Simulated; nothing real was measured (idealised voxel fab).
process module | voxel wiring stack
cross-section cut | 260 nm wide | cells 5 nm
A cross-section is a grid of square cells, given in bands from the top down. A band is one or more rows of cells.
Each band's line starts with the height of the band's top and of its bottom, in nm. Then come its materials from left to right, each with its width in nm. One material with "throughout" fills the band from edge to edge. "air" is empty space.
Height 0 is the level under which the wafer as received is all one material. The lowest band goes on downwards, as in "0 down".
A width such as "30 to 40" changes by the same amount from each row of cells to the next, from the band's top row to its bottom row.
"no change" after a step means that no cell of the cross-section changed.
closed voids: empty space of 8 cells or more with no open way to the top, each as width x height at its distance from the left edge, in nm
after a step's settings: what the simulator itself notes on the step
overlay nm, on a step with a mask: how far to the right of its planned place the mask lay; to the left if negative
Each pair below shows a cross-section before one step and the cross-section after it, down to the lowest band that changed. The line under each pair gives the step between them, with its settings. The pairs can come from different runs of this module on the same starting wafer, so a pair continues from the pair above only where its "before" says so.
before
  80 to 60: lowk 90 | air 25 | lowk 25 | air 25 | lowk 95
  60 to 45: lowk 90 | air 15 | lowk 155
  45 to 40: SiCN 90 | air 15 | SiCN 155
  40 to 35: Ru throughout
  35 to 30: W throughout
  30 to 25: TiN 95 | W 15 | TiN 35 | W 15 | TiN 100
  25 to 10: lowk 90 | TiN 5 | W 15 | TiN 5 | lowk 25 | TiN 5 | W 15 | TiN 5 | lowk 95
  10 to 5: SiN 90 | TiN 25 | SiN 25 | TiN 25 | SiN 95
  5 to 0: SiO2 throughout
  0 down: Si throughout
  closed voids: none
after
  85 to 80: TiN 95 | air 15 | TiN 35 | air 15 | TiN 100
  80 to 65: lowk 90 | TiN 5 | air 15 | TiN 5 | lowk 25 | TiN 5 | air 15 | TiN 5 | lowk 95
  65 to 60: lowk 90 | TiN 5 | air 5 | TiN 15 | lowk 25 | TiN 25 | lowk 95
  60 to 45: lowk 90 | TiN 5 | air 5 | TiN 5 | lowk 155
  45 to 40: SiCN 90 | TiN 15 | SiCN 155
  below 40: unchanged
  closed voids: none
the step between: op CONFORMAL_DEP | material TiN | thk nm 5
before: the cross-section after the pair above
after
  90 to 85: Cu throughout
  85 to 80: TiN 95 | Cu 15 | TiN 35 | Cu 15 | TiN 100
  80 to 65: lowk 90 | TiN 5 | Cu 15 | TiN 5 | lowk 25 | TiN 5 | Cu 15 | TiN 5 | lowk 95
  65 to 60: lowk 90 | TiN 5 | Cu 5 | TiN 15 | lowk 25 | TiN 25 | lowk 95
  60 to 45: lowk 90 | TiN 5 | Cu 5 | TiN 5 | lowk 155
  below 45: unchanged
  closed voids: none
the step between: op FILL_DEP | material Cu | thk nm 5
before: the cross-section after the pair above
after
  80 to 65: lowk 90 | TiN 5 | Cu 15 | TiN 5 | lowk 25 | TiN 5 | Cu 15 | TiN 5 | lowk 95
  below 65: unchanged
  closed voids: none
the step between: op CMP | height nm 80
before: the cross-section after the pair above
after
  85 to 80: SiCN throughout
  below 80: unchanged
  closed voids: none
the step between: op CONFORMAL_DEP | material SiCN | thk nm 5
before
  35 to 20: lowk throughout
  20 to 15: SiN throughout
  15 to 0: SiO2 throughout
  0 down: Si throughout
  closed voids: none
after
  35 to 20: lowk 85 | air 35 | lowk 15 | air 35 | lowk 90
  below 20: unchanged
  closed voids: none
the step between: op MASKED_ETCH | tone open | mask id METAL_1 | width nm 35 | pitch nm 50 | etch materials lowk | depth nm 15 | overlay nm 0
before: the cross-section after the pair above
after
  35 to 20: lowk 85 | air 35 | lowk 15 | air 35 | lowk 90
  20 to 15: SiN 90 | air 25 | SiN 25 | air 25 | SiN 95
  below 15: unchanged
  closed voids: none
the step between: op MASKED_ETCH | tone open | mask id METAL_1 | width nm 25 | pitch nm 50 | etch materials SiN | depth nm 5 | overlay nm 0
before: the cross-section after the pair above
after
  40 to 35: TiN 90 | air 25 | TiN 25 | air 25 | TiN 95
  35 to 25: lowk 85 | TiN 5 | air 25 | TiN 5 | lowk 15 | TiN 5 | air 25 | TiN 5 | lowk 90
  25 to 20: lowk 85 | TiN 10 | air 15 | TiN 10 | lowk 15 | TiN 10 | air 15 | TiN 10 | lowk 90
  20 to 15: SiN 90 | TiN 25 | SiN 25 | TiN 25 | SiN 95
  below 15: unchanged
  closed voids: none
the step between: op CONFORMAL_DEP | material TiN | thk nm 5
before: the cross-section after the pair above
after
  50 to 40: W throughout
  40 to 35: TiN 90 | W 25 | TiN 25 | W 25 | TiN 95
  35 to 25: lowk 85 | TiN 5 | W 25 | TiN 5 | lowk 15 | TiN 5 | W 25 | TiN 5 | lowk 90
  25 to 20: lowk 85 | TiN 10 | W 15 | TiN 10 | lowk 15 | TiN 10 | W 15 | TiN 10 | lowk 90
  below 20: unchanged
  closed voids: none
the step between: op FILL_DEP | material W | thk nm 10
before: the cross-section after the pair above
after
  35 to 25: lowk 85 | TiN 5 | W 25 | TiN 5 | lowk 15 | TiN 5 | W 25 | TiN 5 | lowk 90
  below 25: unchanged
  closed voids: none
the step between: op CMP | height nm 35
before: the cross-section after the pair above
after
  40 to 35: air 80 | Ru 45 | air 5 | Ru 45 | air 85
  below 35: unchanged
  closed voids: none
the step between: op EPI | material Ru | thk nm 5
before: the cross-section after the pair above
after
  45 to 40: SiCN throughout
  40 to 35: SiCN 80 | Ru 45 | SiCN 5 | Ru 45 | SiCN 85
  below 35: unchanged
  closed voids: none
the step between: op FILL_DEP | material SiCN | thk nm 5
before: the cross-section after the pair above
after
  80 to 45: lowk throughout
  below 45: unchanged
  closed voids: none
the step between: op DIRECTIONAL_DEP | material lowk | thk nm 35
before: the cross-section after the pair above
after
  95 to 80: resist 90 | air 15 | resist 155
  below 80: unchanged
  closed voids: none
the step between: op PATTERN | tone open | mask id METAL_2_HOLES | material resist | width nm 15 | thk nm 15 | overlay nm 0
before: the cross-section after the pair above
after
  95 to 80: resist 90 | air 15 | resist 155
  80 to 45: lowk 90 | air 15 | lowk 155
  below 45: unchanged
  closed voids: none
the step between: op DIRECTIONAL_ETCH | etch materials lowk | depth nm 35
before: the cross-section after the pair above
after
  80 to 45: lowk 90 | air 15 | lowk 155
  below 45: unchanged
  closed voids: none
the step between: op STRIP | etch materials resist
before: the cross-section after the pair above
after
  95 to 80: aC 90 | air 15 | aC 155
  80 to 60: lowk 90 | air 15 | lowk 155
  60 to 45: lowk 90 | aC 15 | lowk 155
  below 45: unchanged
  closed voids: none
the step between: op DIRECTIONAL_DEP | material aC | thk nm 15
before: the cross-section after the pair above
after
  130 to 95: resist 90 | air 25 | resist 25 | air 25 | resist 95
  below 95: unchanged
  closed voids: none
the step between: op PATTERN | tone open | mask id METAL_2 | material resist | width nm 25 | pitch nm 50 | thk nm 35 | overlay nm 0
before: the cross-section after the pair above
after
  115 to 95: resist 90 | air 25 | resist 25 | air 25 | resist 95
  95 to 80: aC 90 | air 25 | aC 25 | air 25 | aC 95
  80 to 45: lowk 90 | air 15 | lowk 155
  below 45: unchanged
  closed voids: none
the step between: op DIRECTIONAL_ETCH | etch materials aC | depth nm 15
before: the cross-section after the pair above
after
  95 to 80: aC 90 | air 25 | aC 25 | air 25 | aC 95
  below 80: unchanged
  closed voids: none
the step between: op STRIP | etch materials resist
before: the cross-section after the pair above
after
  95 to 80: aC 90 | air 25 | aC 25 | air 25 | aC 95
  80 to 60: lowk 90 | air 25 | lowk 25 | air 25 | lowk 95
  below 60: unchanged
  closed voids: none
the step between: op DIRECTIONAL_ETCH | etch materials lowk | depth nm 20
before: the cross-section after the pair above
after
  95 to 80: aC 90 | air 25 | aC 25 | air 25 | aC 95
  80 to 60: lowk 90 | air 25 | lowk 25 | air 25 | lowk 95
  60 to 45: lowk 90 | air 15 | lowk 155
  45 to 40: SiCN 90 | air 15 | SiCN 155
  below 40: unchanged
  closed voids: none
the step between: op DIRECTIONAL_ETCH | etch materials SiCN | depth nm 5
before: the cross-section after the pair above
after
  80 to 60: lowk 90 | air 25 | lowk 25 | air 25 | lowk 95
  below 60: unchanged
  closed voids: none
the step between: op STRIP | etch materials aC
before: the cross-section after the pair above
after
  85 to 80: TiN 95 | air 15 | TiN 35 | air 15 | TiN 100
  80 to 65: lowk 90 | TiN 5 | air 15 | TiN 5 | lowk 25 | TiN 5 | air 15 | TiN 5 | lowk 95
  65 to 60: lowk 90 | TiN 5 | air 5 | TiN 15 | lowk 25 | TiN 25 | lowk 95
  60 to 45: lowk 90 | TiN 5 | air 5 | TiN 5 | lowk 155
  45 to 40: SiCN 90 | TiN 15 | SiCN 155
  below 40: unchanged
  closed voids: none
the step between: op CONFORMAL_DEP | material TiN | thk nm 5
before: the cross-section after the pair above
after
  90 to 85: Cu throughout
  85 to 80: TiN 95 | Cu 15 | TiN 35 | Cu 15 | TiN 100
  80 to 65: lowk 90 | TiN 5 | Cu 15 | TiN 5 | lowk 25 | TiN 5 | Cu 15 | TiN 5 | lowk 95
  65 to 60: lowk 90 | TiN 5 | Cu 5 | TiN 15 | lowk 25 | TiN 25 | lowk 95
  60 to 45: lowk 90 | TiN 5 | Cu 5 | TiN 5 | lowk 155
  below 45: unchanged
  closed voids: none
the step between: op FILL_DEP | material Cu | thk nm 5
before: the cross-section after the pair above
after
  80 to 65: lowk 90 | TiN 5 | Cu 15 | TiN 5 | lowk 25 | TiN 5 | Cu 15 | TiN 5 | lowk 95
  below 65: unchanged
  closed voids: none
the step between: op CMP | height nm 80
before: the cross-section after the pair above
after
  85 to 80: SiCN throughout
  below 80: unchanged
  closed voids: none
the step between: op CONFORMAL_DEP | material SiCN | thk nm 5
before
  35 to 20: lowk 90 | air 25 | lowk 25 | air 25 | lowk 95
  20 to 15: SiN throughout
  15 to 0: SiO2 throughout
  0 down: Si throughout
  closed voids: none
after
  35 to 20: lowk 90 | air 25 | lowk 25 | air 25 | lowk 95
  20 to 15: SiN 90 | air 15 | SiN 35 | air 15 | SiN 105
  below 15: unchanged
  closed voids: none
the step between: op MASKED_ETCH | tone open | mask id METAL_1 | width nm 25 | pitch nm 50 | etch materials SiN | depth nm 5 | overlay nm -10
before: the cross-section after the pair above
after
  40 to 35: TiN 95 | air 15 | TiN 35 | air 15 | TiN 100
  35 to 25: lowk 90 | TiN 5 | air 15 | TiN 5 | lowk 25 | TiN 5 | air 15 | TiN 5 | lowk 95
  25 to 20: lowk 90 | TiN 5 | air 5 | TiN 15 | lowk 25 | TiN 5 | air 5 | TiN 15 | lowk 95
  20 to 15: SiN 90 | TiN 15 | SiN 35 | TiN 15 | SiN 105
  below 15: unchanged
  closed voids: none
the step between: op CONFORMAL_DEP | material TiN | thk nm 5
before: the cross-section after the pair above
after
  50 to 40: W throughout
  40 to 35: TiN 95 | W 15 | TiN 35 | W 15 | TiN 100
  35 to 25: lowk 90 | TiN 5 | W 15 | TiN 5 | lowk 25 | TiN 5 | W 15 | TiN 5 | lowk 95
  25 to 20: lowk 90 | TiN 5 | W 5 | TiN 15 | lowk 25 | TiN 5 | W 5 | TiN 15 | lowk 95
  below 20: unchanged
  closed voids: none
the step between: op FILL_DEP | material W | thk nm 10
before: the cross-section after the pair above
after
  35 to 25: lowk 90 | TiN 5 | W 15 | TiN 5 | lowk 25 | TiN 5 | W 15 | TiN 5 | lowk 95
  below 25: unchanged
  closed voids: none
the step between: op CMP | height nm 35
before: the cross-section after the pair above
after
  40 to 35: air 85 | Ru 35 | air 15 | Ru 35 | air 90
  below 35: unchanged
  closed voids: none
the step between: op EPI | material Ru | thk nm 5
before: the cross-section after the pair above
after
  45 to 40: SiCN throughout
  40 to 35: SiCN 85 | Ru 35 | SiCN 15 | Ru 35 | SiCN 90
  below 35: unchanged
  closed voids: none
the step between: op FILL_DEP | material SiCN | thk nm 5
before: the cross-section after the pair above
after
  80 to 45: lowk throughout
  below 45: unchanged
  closed voids: none
the step between: op DIRECTIONAL_DEP | material lowk | thk nm 35
before: the cross-section after the pair above
after
  95 to 80: resist 90 | air 15 | resist 155
  below 80: unchanged
  closed voids: none
the step between: op PATTERN | tone open | mask id METAL_2_HOLES | material resist | width nm 15 | thk nm 15 | overlay nm 0
before: the cross-section after the pair above
after
  95 to 80: resist 90 | air 15 | resist 155
  80 to 45: lowk 90 | air 15 | lowk 155
  below 45: unchanged
  closed voids: none
the step between: op DIRECTIONAL_ETCH | etch materials lowk | depth nm 35
before: the cross-section after the pair above
after
  80 to 45: lowk 90 | air 15 | lowk 155
  below 45: unchanged
  closed voids: none
the step between: op STRIP | etch materials resist
before: the cross-section after the pair above
after
  95 to 80: aC 90 | air 15 | aC 155
  80 to 60: lowk 90 | air 15 | lowk 155
  60 to 45: lowk 90 | aC 15 | lowk 155
  below 45: unchanged
  closed voids: none
the step between: op DIRECTIONAL_DEP | material aC | thk nm 15
before: the cross-section after the pair above
after
  130 to 95: resist 90 | air 25 | resist 25 | air 25 | resist 95
  below 95: unchanged
  closed voids: none
the step between: op PATTERN | tone open | mask id METAL_2 | material resist | width nm 25 | pitch nm 50 | thk nm 35 | overlay nm 0
before: the cross-section after the pair above
after
  115 to 95: resist 90 | air 25 | resist 25 | air 25 | resist 95
  95 to 80: aC 90 | air 25 | aC 25 | air 25 | aC 95
  80 to 45: lowk 90 | air 15 | lowk 155
  below 45: unchanged
  closed voids: none
the step between: op DIRECTIONAL_ETCH | etch materials aC | depth nm 15
before: the cross-section after the pair above
after
  95 to 80: aC 90 | air 25 | aC 25 | air 25 | aC 95
  below 80: unchanged
  closed voids: none
the step between: op STRIP | etch materials resist
before: the cross-section after the pair above
after
  95 to 80: aC 90 | air 25 | aC 25 | air 25 | aC 95
  80 to 60: lowk 90 | air 25 | lowk 25 | air 25 | lowk 95
  below 60: unchanged
  closed voids: none
the step between: op DIRECTIONAL_ETCH | etch materials lowk | depth nm 20
before: the cross-section after the pair above
after
  95 to 80: aC 90 | air 25 | aC 25 | air 25 | aC 95
  80 to 60: lowk 90 | air 25 | lowk 25 | air 25 | lowk 95
  60 to 45: lowk 90 | air 15 | lowk 155
  45 to 40: SiCN 90 | air 15 | SiCN 155
  below 40: unchanged
  closed voids: none
the step between: op DIRECTIONAL_ETCH | etch materials SiCN | depth nm 5
before: the cross-section after the pair above
after
  80 to 60: lowk 90 | air 25 | lowk 25 | air 25 | lowk 95
  below 60: unchanged
  closed voids: none
the step between: op STRIP | etch materials aC
before: the cross-section after the pair above
after
  85 to 80: TiN 95 | air 15 | TiN 35 | air 15 | TiN 100
  80 to 65: lowk 90 | TiN 5 | air 15 | TiN 5 | lowk 25 | TiN 5 | air 15 | TiN 5 | lowk 95
  65 to 60: lowk 90 | TiN 5 | air 5 | TiN 15 | lowk 25 | TiN 25 | lowk 95
  60 to 45: lowk 90 | TiN 5 | air 5 | TiN 5 | lowk 155
  45 to 40: SiCN 90 | TiN 15 | SiCN 155
  below 40: unchanged
  closed voids: none
the step between: op CONFORMAL_DEP | material TiN | thk nm 5
before: the cross-section after the pair above
after
  90 to 85: Cu throughout
  85 to 80: TiN 95 | Cu 15 | TiN 35 | Cu 15 | TiN 100
  80 to 65: lowk 90 | TiN 5 | Cu 15 | TiN 5 | lowk 25 | TiN 5 | Cu 15 | TiN 5 | lowk 95
  65 to 60: lowk 90 | TiN 5 | Cu 5 | TiN 15 | lowk 25 | TiN 25 | lowk 95
  60 to 45: lowk 90 | TiN 5 | Cu 5 | TiN 5 | lowk 155
  below 45: unchanged
  closed voids: none
the step between: op FILL_DEP | material Cu | thk nm 5
before: the cross-section after the pair above
after
  80 to 65: lowk 90 | TiN 5 | Cu 15 | TiN 5 | lowk 25 | TiN 5 | Cu 15 | TiN 5 | lowk 95
  below 65: unchanged
  closed voids: none
the step between: op CMP | height nm 80
before: the cross-section after the pair above
after
  85 to 80: SiCN throughout
  below 80: unchanged
  closed voids: none
the step between: op CONFORMAL_DEP | material SiCN | thk nm 5
before
  15 to 0: SiO2 throughout
  0 down: Si throughout
  closed voids: none
after
  20 to 15: W throughout
  below 15: unchanged
  closed voids: none
the step between: op CONFORMAL_DEP | material W | thk nm 5
before: the cross-section after the pair above
after
  35 to 20: lowk throughout
  below 20: unchanged
  closed voids: none
the step between: op DIRECTIONAL_DEP | material lowk | thk nm 15
before: the cross-section after the pair above
after
  35 to 20: lowk 90 | air 25 | lowk 25 | air 25 | lowk 95
  below 20: unchanged
  closed voids: none
the step between: op MASKED_ETCH | tone open | mask id METAL_1 | width nm 25 | pitch nm 50 | etch materials lowk | depth nm 15 | overlay nm 0
before: the cross-section after the pair above
after
  40 to 35: TiN 95 | air 15 | TiN 35 | air 15 | TiN 100
  35 to 25: lowk 90 | TiN 5 | air 15 | TiN 5 | lowk 25 | TiN 5 | air 15 | TiN 5 | lowk 95
  25 to 20: lowk 90 | TiN 25 | lowk 25 | TiN 25 | lowk 95
  below 20: unchanged
  closed voids: none
the step between: op CONFORMAL_DEP | material TiN | thk nm 5
before: the cross-section after the pair above
after
  50 to 40: W throughout
  40 to 35: TiN 95 | W 15 | TiN 35 | W 15 | TiN 100
  35 to 25: lowk 90 | TiN 5 | W 15 | TiN 5 | lowk 25 | TiN 5 | W 15 | TiN 5 | lowk 95
  below 25: unchanged
  closed voids: none
the step between: op FILL_DEP | material W | thk nm 10
before: the cross-section after the pair above
after
  35 to 25: lowk 90 | TiN 5 | W 15 | TiN 5 | lowk 25 | TiN 5 | W 15 | TiN 5 | lowk 95
  below 25: unchanged
  closed voids: none
the step between: op CMP | height nm 35
before: the cross-section after the pair above
after
  40 to 35: air 85 | Ru 35 | air 15 | Ru 35 | air 90
  below 35: unchanged
  closed voids: none
the step between: op EPI | material Ru | thk nm 5
before: the cross-section after the pair above
after
  45 to 40: SiCN throughout
  40 to 35: SiCN 85 | Ru 35 | SiCN 15 | Ru 35 | SiCN 90
  below 35: unchanged
  closed voids: none
the step between: op FILL_DEP | material SiCN | thk nm 5
before: the cross-section after the pair above
after
  80 to 45: lowk throughout
  below 45: unchanged
  closed voids: none
the step between: op DIRECTIONAL_DEP | material lowk | thk nm 35
before: the cross-section after the pair above
after
  95 to 80: resist 90 | air 15 | resist 155
  below 80: unchanged
  closed voids: none
the step between: op PATTERN | tone open | mask id METAL_2_HOLES | material resist | width nm 15 | thk nm 15 | overlay nm 0
before: the cross-section after the pair above
after
  95 to 80: resist 90 | air 15 | resist 155
  80 to 45: lowk 90 | air 15 | lowk 155
  below 45: unchanged
  closed voids: none
the step between: op DIRECTIONAL_ETCH | etch materials lowk | depth nm 35
before: the cross-section after the pair above
after
  80 to 45: lowk 90 | air 15 | lowk 155
  below 45: unchanged
  closed voids: none
the step between: op STRIP | etch materials resist
before: the cross-section after the pair above
after
  95 to 80: aC 90 | air 15 | aC 155
  80 to 60: lowk 90 | air 15 | lowk 155
  60 to 45: lowk 90 | aC 15 | lowk 155
  below 45: unchanged
  closed voids: none
the step between: op DIRECTIONAL_DEP | material aC | thk nm 15
before: the cross-section after the pair above
after
  130 to 95: resist 90 | air 25 | resist 25 | air 25 | resist 95
  below 95: unchanged
  closed voids: none
the step between: op PATTERN | tone open | mask id METAL_2 | material resist | width nm 25 | pitch nm 50 | thk nm 35 | overlay nm 0
before: the cross-section after the pair above
after
  115 to 95: resist 90 | air 25 | resist 25 | air 25 | resist 95
  95 to 80: aC 90 | air 25 | aC 25 | air 25 | aC 95
  80 to 45: lowk 90 | air 15 | lowk 155
  below 45: unchanged
  closed voids: none
the step between: op DIRECTIONAL_ETCH | etch materials aC | depth nm 15
before: the cross-section after the pair above
after
  95 to 80: aC 90 | air 25 | aC 25 | air 25 | aC 95
  below 80: unchanged
  closed voids: none
the step between: op STRIP | etch materials resist
before: the cross-section after the pair above
after
  95 to 80: aC 90 | air 25 | aC 25 | air 25 | aC 95
  80 to 60: lowk 90 | air 25 | lowk 25 | air 25 | lowk 95
  below 60: unchanged
  closed voids: none
the step between: op DIRECTIONAL_ETCH | etch materials lowk | depth nm 20
before: the cross-section after the pair above
after
  95 to 80: aC 90 | air 25 | aC 25 | air 25 | aC 95
  80 to 60: lowk 90 | air 25 | lowk 25 | air 25 | lowk 95
  60 to 45: lowk 90 | air 15 | lowk 155
  45 to 40: SiCN 90 | air 15 | SiCN 155
  below 40: unchanged
  closed voids: none
the step between: op DIRECTIONAL_ETCH | etch materials SiCN | depth nm 5
before: the cross-section after the pair above
after
  80 to 60: lowk 90 | air 25 | lowk 25 | air 25 | lowk 95
  below 60: unchanged
  closed voids: none
the step between: op STRIP | etch materials aC
before: the cross-section after the pair above
after
  85 to 80: TiN 95 | air 15 | TiN 35 | air 15 | TiN 100
  80 to 65: lowk 90 | TiN 5 | air 15 | TiN 5 | lowk 25 | TiN 5 | air 15 | TiN 5 | lowk 95
  65 to 60: lowk 90 | TiN 5 | air 5 | TiN 15 | lowk 25 | TiN 25 | lowk 95
  60 to 45: lowk 90 | TiN 5 | air 5 | TiN 5 | lowk 155
  45 to 40: SiCN 90 | TiN 15 | SiCN 155
  below 40: unchanged
  closed voids: none
the step between: op CONFORMAL_DEP | material TiN | thk nm 5
before: the cross-section after the pair above
after
  90 to 85: Cu throughout
  85 to 80: TiN 95 | Cu 15 | TiN 35 | Cu 15 | TiN 100
  80 to 65: lowk 90 | TiN 5 | Cu 15 | TiN 5 | lowk 25 | TiN 5 | Cu 15 | TiN 5 | lowk 95
  65 to 60: lowk 90 | TiN 5 | Cu 5 | TiN 15 | lowk 25 | TiN 25 | lowk 95
  60 to 45: lowk 90 | TiN 5 | Cu 5 | TiN 5 | lowk 155
  below 45: unchanged
  closed voids: none
the step between: op FILL_DEP | material Cu | thk nm 5
before: the cross-section after the pair above
after
  80 to 65: lowk 90 | TiN 5 | Cu 15 | TiN 5 | lowk 25 | TiN 5 | Cu 15 | TiN 5 | lowk 95
  below 65: unchanged
  closed voids: none
the step between: op CMP | height nm 80
before: the cross-section after the pair above
after
  85 to 80: SiCN throughout
  below 80: unchanged
  closed voids: none
the step between: op CONFORMAL_DEP | material SiCN | thk nm 5
before
  35 to 20: lowk throughout
  20 to 15: SiN throughout
  15 to 0: SiO2 throughout
  0 down: Si throughout
  closed voids: none
after
  35 to 20: air 90 | lowk 25 | air 25 | lowk 25 | air 95
  below 20: unchanged
  closed voids: none
the step between: op MASKED_ETCH | tone cover | mask id METAL_1 | width nm 25 | pitch nm 50 | etch materials lowk | depth nm 15 | overlay nm 0
before: the cross-section after the pair above
after
  40 to 35: air 85 | TiN 35 | air 15 | TiN 35 | air 90
  35 to 25: air 85 | TiN 5 | lowk 25 | TiN 5 | air 15 | TiN 5 | lowk 25 | TiN 5 | air 90
  25 to 20: TiN 90 | lowk 25 | TiN 25 | lowk 25 | TiN 95
  below 20: unchanged
  closed voids: none
the step between: op CONFORMAL_DEP | material TiN | thk nm 5
before: the cross-section after the pair above
after
  50 to 40: W throughout
  40 to 35: W 85 | TiN 35 | W 15 | TiN 35 | W 90
  35 to 25: W 85 | TiN 5 | lowk 25 | TiN 5 | W 15 | TiN 5 | lowk 25 | TiN 5 | W 90
  below 25: unchanged
  closed voids: none
the step between: op FILL_DEP | material W | thk nm 10
before: the cross-section after the pair above
after
  35 to 25: W 85 | TiN 5 | lowk 25 | TiN 5 | W 15 | TiN 5 | lowk 25 | TiN 5 | W 90
  below 25: unchanged
  closed voids: none
the step between: op CMP | height nm 35
before: the cross-section after the pair above
after
  40 to 35: Ru 95 | air 15 | Ru 35 | air 15 | Ru 100
  below 35: unchanged
  closed voids: none
the step between: op EPI | material Ru | thk nm 5
before: the cross-section after the pair above
after
  45 to 40: SiCN throughout
  40 to 35: Ru 95 | SiCN 15 | Ru 35 | SiCN 15 | Ru 100
  below 35: unchanged
  closed voids: none
the step between: op FILL_DEP | material SiCN | thk nm 5
before: the cross-section after the pair above
after
  80 to 45: lowk throughout
  below 45: unchanged
  closed voids: none
the step between: op DIRECTIONAL_DEP | material lowk | thk nm 35
before: the cross-section after the pair above
after
  95 to 80: resist 90 | air 15 | resist 155
  below 80: unchanged
  closed voids: none
the step between: op PATTERN | tone open | mask id METAL_2_HOLES | material resist | width nm 15 | thk nm 15 | overlay nm 0
before: the cross-section after the pair above
after
  95 to 80: resist 90 | air 15 | resist 155
  80 to 45: lowk 90 | air 15 | lowk 155
  below 45: unchanged
  closed voids: none
the step between: op DIRECTIONAL_ETCH | etch materials lowk | depth nm 35
before: the cross-section after the pair above
after
  80 to 45: lowk 90 | air 15 | lowk 155
  below 45: unchanged
  closed voids: none
the step between: op STRIP | etch materials resist
before: the cross-section after the pair above
after
  95 to 80: aC 90 | air 15 | aC 155
  80 to 60: lowk 90 | air 15 | lowk 155
  60 to 45: lowk 90 | aC 15 | lowk 155
  below 45: unchanged
  closed voids: none
the step between: op DIRECTIONAL_DEP | material aC | thk nm 15
before: the cross-section after the pair above
after
  130 to 95: resist 90 | air 25 | resist 25 | air 25 | resist 95
  below 95: unchanged
  closed voids: none
the step between: op PATTERN | tone open | mask id METAL_2 | material resist | width nm 25 | pitch nm 50 | thk nm 35 | overlay nm 0
before: the cross-section after the pair above
after
  115 to 95: resist 90 | air 25 | resist 25 | air 25 | resist 95
  95 to 80: aC 90 | air 25 | aC 25 | air 25 | aC 95
  80 to 45: lowk 90 | air 15 | lowk 155
  below 45: unchanged
  closed voids: none
the step between: op DIRECTIONAL_ETCH | etch materials aC | depth nm 15
before: the cross-section after the pair above
after
  95 to 80: aC 90 | air 25 | aC 25 | air 25 | aC 95
  below 80: unchanged
  closed voids: none
the step between: op STRIP | etch materials resist
before: the cross-section after the pair above
after
  95 to 80: aC 90 | air 25 | aC 25 | air 25 | aC 95
  80 to 60: lowk 90 | air 25 | lowk 25 | air 25 | lowk 95
  below 60: unchanged
  closed voids: none
the step between: op DIRECTIONAL_ETCH | etch materials lowk | depth nm 20
before: the cross-section after the pair above
after
  95 to 80: aC 90 | air 25 | aC 25 | air 25 | aC 95
  80 to 60: lowk 90 | air 25 | lowk 25 | air 25 | lowk 95
  60 to 45: lowk 90 | air 15 | lowk 155
  45 to 40: SiCN 90 | air 15 | SiCN 155
  below 40: unchanged
  closed voids: none
the step between: op DIRECTIONAL_ETCH | etch materials SiCN | depth nm 5
before: the cross-section after the pair above
after
  80 to 60: lowk 90 | air 25 | lowk 25 | air 25 | lowk 95
  below 60: unchanged
  closed voids: none
the step between: op STRIP | etch materials aC
before: the cross-section after the pair above
after
  85 to 80: TiN 95 | air 15 | TiN 35 | air 15 | TiN 100
  80 to 65: lowk 90 | TiN 5 | air 15 | TiN 5 | lowk 25 | TiN 5 | air 15 | TiN 5 | lowk 95
  65 to 60: lowk 90 | TiN 5 | air 5 | TiN 15 | lowk 25 | TiN 25 | lowk 95
  60 to 45: lowk 90 | TiN 5 | air 5 | TiN 5 | lowk 155
  45 to 40: SiCN 90 | TiN 15 | SiCN 155
  below 40: unchanged
  closed voids: none
the step between: op CONFORMAL_DEP | material TiN | thk nm 5
before: the cross-section after the pair above
after
  90 to 85: Cu throughout
  85 to 80: TiN 95 | Cu 15 | TiN 35 | Cu 15 | TiN 100
  80 to 65: lowk 90 | TiN 5 | Cu 15 | TiN 5 | lowk 25 | TiN 5 | Cu 15 | TiN 5 | lowk 95
  65 to 60: lowk 90 | TiN 5 | Cu 5 | TiN 15 | lowk 25 | TiN 25 | lowk 95
  60 to 45: lowk 90 | TiN 5 | Cu 5 | TiN 5 | lowk 155
  below 45: unchanged
  closed voids: none
the step between: op FILL_DEP | material Cu | thk nm 5
before: the cross-section after the pair above
after
  80 to 65: lowk 90 | TiN 5 | Cu 15 | TiN 5 | lowk 25 | TiN 5 | Cu 15 | TiN 5 | lowk 95
  below 65: unchanged
  closed voids: none
the step between: op CMP | height nm 80
before: the cross-section after the pair above
after
  85 to 80: SiCN throughout
  below 80: unchanged
  closed voids: none
the step between: op CONFORMAL_DEP | material SiCN | thk nm 5
